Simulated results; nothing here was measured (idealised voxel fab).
The document below concerns the process module designated voxel self aligned vias.
220 nm wide, 5 nm square cells: that's cross-section cut.
Cross-sections here: square-cell grids, written as top-down lists of bands, a band being one or more rows of cells. Top, bottom (nm), then materials left to right with widths (nm); lone material tagged "everywhere" fills the whole band edge to edge; "empty" = empty space. Note: height 0 marks the level under which the wafer is uniformly one material as received. Lowest band unbounded below, written "0 -> down". The width entry "30 to 40" should be interpreted row by row: the top row of cells in the band takes the first number, the bottom row takes the second number, and the change between adjacent rows is uniform throughout. Basically "no modification" means that step didn't change any cell in the cross-section. Enclosed voids (no open way to top), threshold 8 cells or more, entry "Closed internal voids", notation width x height at distance, distance from left edge, nm. Read whatever lies past the settings on a step's line as the simulator's own remark about the step. overlay nm: where the mask lay relative to plan, measured to the right, on steps with a mask; negatives go left.

Plan
1. RECEIVE (material Si)
2. CONFORMAL_DEP (material SiO2; thk nm 10)
3. CONFORMAL_DEP (material SiCN; thk nm 5)
4. DIRECTIONAL_DEP (material SiO2; thk nm 25)
5. MASKED_ETCH (tone open; mask id LINES; width nm 30; pitch nm 60; etch materials SiO2; depth nm 25; overlay nm 0)
6. CONFORMAL_DEP (material TiN; thk nm 5)
7. FILL_DEP (material W; thk nm 10)
8. CMP (height nm 40)
9. SELECTIVE_ETCH (etch materials W Ru TiN; depth nm 10)
10. FILL_DEP (material SiN; thk nm 5)
11. CMP (height nm 40)
12. DIRECTIONAL_DEP (material SiO2; thk nm 20)
13. DIRECTIONAL_DEP (material aC; thk nm 15)
14. PATTERN (tone open; mask id VIAS; material resist; width nm 40; pitch nm 120; thk nm 30; overlay nm 0)
15. DIRECTIONAL_ETCH (etch materials aC; depth nm 15)
16. STRIP (etch materials resist)
17. DIRECTIONAL_ETCH (etch materials SiO2; depth nm 20)
18. DIRECTIONAL_ETCH (etch materials SiN; depth nm 10)
19. STRIP (etch materials aC)
20. CONFORMAL_DEP (material TiN; thk nm 5)
21. FILL_DEP (material Cu; thk nm 5)
22. CMP (height nm 60)
23. CONFORMAL_DEP (material SiN; thk nm 5)

The cross-section here shows the wafer as received, i.e. in its state after step 1
> 0 -> down = Si everywhere
> Closed internal voids: none

End-of-module cross-section. Starting structure and process plan as above; one mistake made in running it
> 65 -> 60 = SiN everywhere
> 60 -> 45 = 30 nm SiO2 / 5 nm TiN / 30 nm Cu / 5 nm TiN / 80 nm SiO2 / 5 nm TiN / 30 nm Cu / 5 nm TiN / 30 nm SiO2
> 45 -> 40 = 30 nm SiO2 / 10 nm TiN / 25 nm Cu / 5 nm TiN / 80 nm SiO2 / 10 nm TiN / 25 nm Cu / 5 nm TiN / 30 nm SiO2
> 40 -> 35 = 35 nm SiO2 / 5 nm TiN / 25 nm Cu / 5 nm TiN / 25 nm SiO2 / 35 nm SiN / 25 nm SiO2 / 5 nm TiN / 25 nm Cu / 5 nm TiN / 30 nm SiO2
> 35 -> 30 = 35 nm SiO2 / 35 nm TiN / 25 nm SiO2 / 35 nm SiN / 25 nm SiO2 / 35 nm TiN / 30 nm SiO2
> 30 -> 20 = 35 nm SiO2 / 5 nm TiN / 25 nm W / 5 nm TiN / 25 nm SiO2 / 5 nm TiN / 25 nm W / 5 nm TiN / 25 nm SiO2 / 5 nm TiN / 25 nm W / 5 nm TiN / 30 nm SiO2
> 20 -> 15 = 35 nm SiO2 / 35 nm TiN / 25 nm SiO2 / 35 nm TiN / 25 nm SiO2 / 35 nm TiN / 30 nm SiO2
> 15 -> 10 = SiCN everywhere
> 10 -> 0 = SiO2 everywhere
> 0 -> down = Si everywhere
> Closed internal voids: none
Deviation from plan: step 5: run off-plan, actual operation and settings MASKED_ETCH (tone open; mask id LINES; width nm 35; pitch nm 60; etch materials SiO2; depth nm 25; overlay nm 0)
